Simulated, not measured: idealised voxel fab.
process module | voxel ribs on slabs
cross-section cut | 265 nm wide | cells 5 nm
A cross-section is a grid of square cells, given in bands from the top down. A band is one or more rows of cells.
Each band's line starts with the height of the band's top and of its bottom, in nm. Then come its materials from left to right, each with its width in nm. One material with "throughout" fills the band from edge to edge. "air" is empty space.
Height 0 is the level under which the wafer as received is all one material. The lowest band goes on downwards, as in "0 down".
A width such as "30 to 40" changes by the same amount from each row of cells to the next, from the band's top row to its bottom row.
"no change" after a step means that no cell of the cross-section changed.
closed voids: empty space of 8 cells or more with no open way to the top, each as width x height at its distance from the left edge, in nm
after a step's settings: what the simulator itself notes on the step
overlay nm, on a step with a mask: how far to the right of its planned place the mask lay; to the left if negative
plan
1 op RECEIVE | material Si
2 op DIRECTIONAL_DEP | material SiO2 | thk nm 25
3 op DIRECTIONAL_DEP | material polySi | thk nm 15
4 op DIRECTIONAL_DEP | material aC | thk nm 15
5 op PATTERN | tone cover | mask id RIB | material resist | width nm 20 | thk nm 30 | overlay nm 0
6 op DIRECTIONAL_ETCH | etch materials aC | depth nm 15
7 op STRIP | etch materials resist
8 op DIRECTIONAL_ETCH | etch materials polySi | depth nm 5
9 op STRIP | etch materials aC
10 op DIRECTIONAL_DEP | material aC | thk nm 10
11 op PATTERN | tone cover | mask id SLAB | material resist | width nm 50 | thk nm 25 | overlay nm 0
12 op DIRECTIONAL_ETCH | etch materials aC | depth nm 10
13 op STRIP | etch materials resist
14 op DIRECTIONAL_ETCH | etch materials polySi | depth nm 10
15 op STRIP | etch materials aC
16 op FILL_DEP | material SiO2 | thk nm 30
17 op CMP | height nm 60
18 op DIRECTIONAL_DEP | material W | thk nm 10
19 op MASKED_ETCH | tone cover | mask id HEATER | width nm 30 | etch materials W | depth nm 10 | overlay nm -15
20 op CONFORMAL_DEP | material SiO2 | thk nm 10
varied across the wafers: overlay nm of step 19. The plan shows the first wafer's value. All wafers start alike
first wafer as received, after step 1
  0 down: Si throughout
  closed voids: none
first wafer at the end, after step 20
  80 to 70: air 90 | SiO2 50 | air 125
  70 to 60: SiO2 100 | W 30 | SiO2 135
  60 to 40: SiO2 throughout
  40 to 35: SiO2 120 | polySi 20 | SiO2 125
  35 to 25: SiO2 105 | polySi 50 | SiO2 110
  25 to 0: SiO2 throughout
  0 down: Si throughout
  closed voids: none
last wafer at the end
  80 to 70: air 120 | SiO2 50 | air 95
  70 to 60: SiO2 130 | W 30 | SiO2 105
  60 to 40: SiO2 throughout
  40 to 35: SiO2 120 | polySi 20 | SiO2 125
  35 to 25: SiO2 105 | polySi 50 | SiO2 110
  25 to 0: SiO2 throughout
  0 down: Si throughout
  closed voids: none
each wafer at the end: cells of each material gained (+) or lost (-) since it was received, then its closed voids
overlay nm -15 | +726 SiO2 | +12 W | +24 polySi | closed voids: none
overlay nm -10 | +726 SiO2 | +12 W | +24 polySi | closed voids: none
overlay nm -5 | +726 SiO2 | +12 W | +24 polySi | closed voids: none
overlay nm 0 | +726 SiO2 | +12 W | +24 polySi | closed voids: none
overlay nm 5 | +726 SiO2 | +12 W | +24 polySi | closed voids: none
overlay nm 10 | +726 SiO2 | +12 W | +24 polySi | closed voids: none
overlay nm 15 | +726 SiO2 | +12 W | +24 polySi | closed voids: none
